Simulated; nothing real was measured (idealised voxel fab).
Name of the process module below: voxel wiring stack
Shown is cross-section cut, with a width of 155 nm and square cells of size 5 nm.
For the purposes of this document, a cross-section shall be understood as a grid of square cells, specified as bands listed in top-to-bottom order, each band consisting of one or more rows of cells.
Per band: top height and bottom height in nm, followed by the left-to-right materials and their widths in nm; "everywhere" marks a single material spanning edge to edge, "empty" marks empty space.
Height reference: 0 = level under which incoming wafer is all one material. Lowest band: no bottom, runs on downward, e.g. "0 nm and below".
When a width is written as two numbers, as in "30..40", the first number is the width in the top row of cells of the band and the second is the width in its bottom row, and the width changes by the same amount from each row to the next.
Key: "identical to before" - step with no changed cell in the cross-section.
So "Tabulated closed voids" is basically the list of trapped voids: any empty space of 8 cells or more that can't reach the top through an opening. They're written width x height at distance, the distance being from the left edge, and it's all nm.
Post-settings text on a step line: simulator's own remark regarding the step.
overlay nm: step with mask; distance mask lay right of planned place; negative value = left of planned place.

**The process steps that were planned are listed below**
step 1: RECEIVE (material Si)
step 2: CONFORMAL_DEP (material SiO2; thk nm 10)
step 3: DIRECTIONAL_DEP (material TiN; thk nm 5)
step 4: DIRECTIONAL_DEP (material Ru; thk nm 15)
step 5: MASKED_ETCH (tone cover; mask id METAL_1; width nm 25; pitch nm 45; etch materials Ru; depth nm 15; overlay nm 0)
step 6: MASKED_ETCH (tone cover; mask id METAL_1; width nm 25; pitch nm 45; etch materials TiN; depth nm 5; overlay nm 0)
step 7: FILL_DEP (material lowk; thk nm 5)
step 8: CMP (height nm 30)
step 9: CONFORMAL_DEP (material SiCN; thk nm 5)
step 10: DIRECTIONAL_DEP (material lowk; thk nm 10)
step 11: MASKED_ETCH (tone open; mask id PLUG_1; width nm 15; pitch nm 45; etch materials lowk; depth nm 10; overlay nm 0)
step 12: MASKED_ETCH (tone open; mask id PLUG_1; width nm 15; pitch nm 45; etch materials SiCN; depth nm 5; overlay nm 0)
step 13: EPI (material Ru; thk nm 10)
step 14: EPI (material Ru; thk nm 5)
step 15: CONFORMAL_DEP (material SiCN; thk nm 5)
step 16: DIRECTIONAL_DEP (material SiO2; thk nm 25)
step 17: PATTERN (tone open; mask id METAL_2; material resist; width nm 25; pitch nm 45; thk nm 20; overlay nm 0)
step 18: DIRECTIONAL_ETCH (etch materials SiO2; depth nm 25)
step 19: DIRECTIONAL_ETCH (etch materials SiCN; depth nm 5)
step 20: STRIP (etch materials resist)
step 21: CONFORMAL_DEP (material TiN; thk nm 5)
step 22: FILL_DEP (material Ru; thk nm 10)
step 23: CMP (height nm 75)
step 24: CONFORMAL_DEP (material SiCN; thk nm 5)
step 25: DIRECTIONAL_DEP (material SiO2; thk nm 35)
step 26: PATTERN (tone open; mask id METAL_3; material resist; width nm 25; pitch nm 45; thk nm 20; overlay nm -5)
step 27: DIRECTIONAL_ETCH (etch materials SiO2; depth nm 20)
step 28: STRIP (etch materials resist)
step 29: MASKED_ETCH (tone open; mask id METAL_3_HOLES; width nm 15; pitch nm 90; etch materials SiO2; depth nm 15; overlay nm 0)
step 30: MASKED_ETCH (tone open; mask id METAL_3_HOLES; width nm 15; pitch nm 90; etch materials SiCN; depth nm 5; overlay nm 0)
step 31: CONFORMAL_DEP (material TiN; thk nm 5)
step 32: FILL_DEP (material Cu; thk nm 5)
step 33: CMP (height nm 115)
step 34: CONFORMAL_DEP (material SiN; thk nm 5)
Be aware that, although all wafers share a common starting state, the overlay nm at step 26 differs among them, and the plan displays the first wafer's value.

**As received, i.e. after step 1: cross-section through the first of several wafers**
    0 nm and below  Si everywhere
    Tabulated closed voids: none

**Cross-section after step 34, the final step of the module, for the first of several wafers**
    120 nm to 115 nm  SiN everywhere
    115 nm to 100 nm  15 SiO2  5 TiN  15 Cu  5 TiN  20 SiO2  5 TiN  15 Cu  5 TiN  20 SiO2  5 TiN  15 Cu  5 TiN  25 SiO2
    100 nm to 95 nm  15 SiO2  10 TiN  5 Cu  10 TiN  20 SiO2  25 TiN  20 SiO2  10 TiN  5 Cu  10 TiN  25 SiO2
    95 nm to 80 nm  20 SiO2  5 TiN  5 Cu  5 TiN  75 SiO2  5 TiN  5 Cu  5 TiN  30 SiO2
    80 nm to 75 nm  20 SiCN  15 TiN  75 SiCN  15 TiN  30 SiCN
    75 nm to 50 nm  20 SiO2  5 TiN  15 Ru  5 TiN  20 SiO2  5 TiN  15 Ru  5 TiN  20 SiO2  5 TiN  15 Ru  5 TiN  20 SiO2
    50 nm to 45 nm  20 SiCN  25 TiN  20 SiCN  25 TiN  20 SiCN  25 TiN  20 SiCN
    45 nm to 35 nm  20 lowk  15 Ru  30 lowk  15 Ru  30 lowk  15 Ru  30 lowk
    35 nm to 30 nm  20 SiCN  15 Ru  30 SiCN  15 Ru  30 SiCN  15 Ru  30 SiCN
    30 nm to 15 nm  20 lowk  25 Ru  20 lowk  25 Ru  20 lowk  25 Ru  20 lowk
    15 nm to 10 nm  20 lowk  25 TiN  20 lowk  25 TiN  20 lowk  25 TiN  20 lowk
    10 nm to 0 nm  SiO2 everywhere
    0 nm and below  Si everywhere
    Tabulated closed voids: none

**Cross-section, last wafer, module completion**
    120 nm to 115 nm  SiN everywhere
    115 nm to 105 nm  20 SiO2  5 TiN  20 Cu  5 TiN  20 SiO2  5 TiN  15 Cu  5 TiN  15 SiO2  5 TiN  20 Cu  5 TiN  15 SiO2
    105 nm to 100 nm  20 SiO2  10 TiN  15 Cu  5 TiN  20 SiO2  5 TiN  15 Cu  5 TiN  15 SiO2  10 TiN  15 Cu  5 TiN  15 SiO2
    100 nm to 95 nm  25 SiO2  25 TiN  20 SiO2  25 TiN  20 SiO2  25 TiN  15 SiO2
    95 nm to 80 nm  25 SiO2  10 TiN  80 SiO2  10 TiN  30 SiO2
    80 nm to 75 nm  25 SiCN  10 TiN  80 SiCN  10 TiN  30 SiCN
    75 nm to 50 nm  20 SiO2  5 TiN  15 Ru  5 TiN  20 SiO2  5 TiN  15 Ru  5 TiN  20 SiO2  5 TiN  15 Ru  5 TiN  20 SiO2
    50 nm to 45 nm  20 SiCN  25 TiN  20 SiCN  25 TiN  20 SiCN  25 TiN  20 SiCN
    45 nm to 35 nm  20 lowk  15 Ru  30 lowk  15 Ru  30 lowk  15 Ru  30 lowk
    35 nm to 30 nm  20 SiCN  15 Ru  30 SiCN  15 Ru  30 SiCN  15 Ru  30 SiCN
    30 nm to 15 nm  20 lowk  25 Ru  20 lowk  25 Ru  20 lowk  25 Ru  20 lowk
    15 nm to 10 nm  20 lowk  25 TiN  20 lowk  25 TiN  20 lowk  25 TiN  20 lowk
    10 nm to 0 nm  SiO2 everywhere
    0 nm and below  Si everywhere
    Tabulated closed voids: none

**For your reference, the table is organized with a row per wafer; each row reflects the wafer at the end of the module, indicating for each material the cells gained (+) or lost (-) since receipt, and thereafter its closed voids**
overlay nm -5; +35 Cu; +117 Ru; +63 SiCN; +31 SiN; +281 SiO2; +109 TiN; +108 lowk; Tabulated closed voids: none
overlay nm 0; +35 Cu; +117 Ru; +63 SiCN; +31 SiN; +281 SiO2; +109 TiN; +108 lowk; Tabulated closed voids: none
overlay nm 5; +31 Cu; +117 Ru; +65 SiCN; +31 SiN; +281 SiO2; +111 TiN; +108 lowk; Tabulated closed voids: none
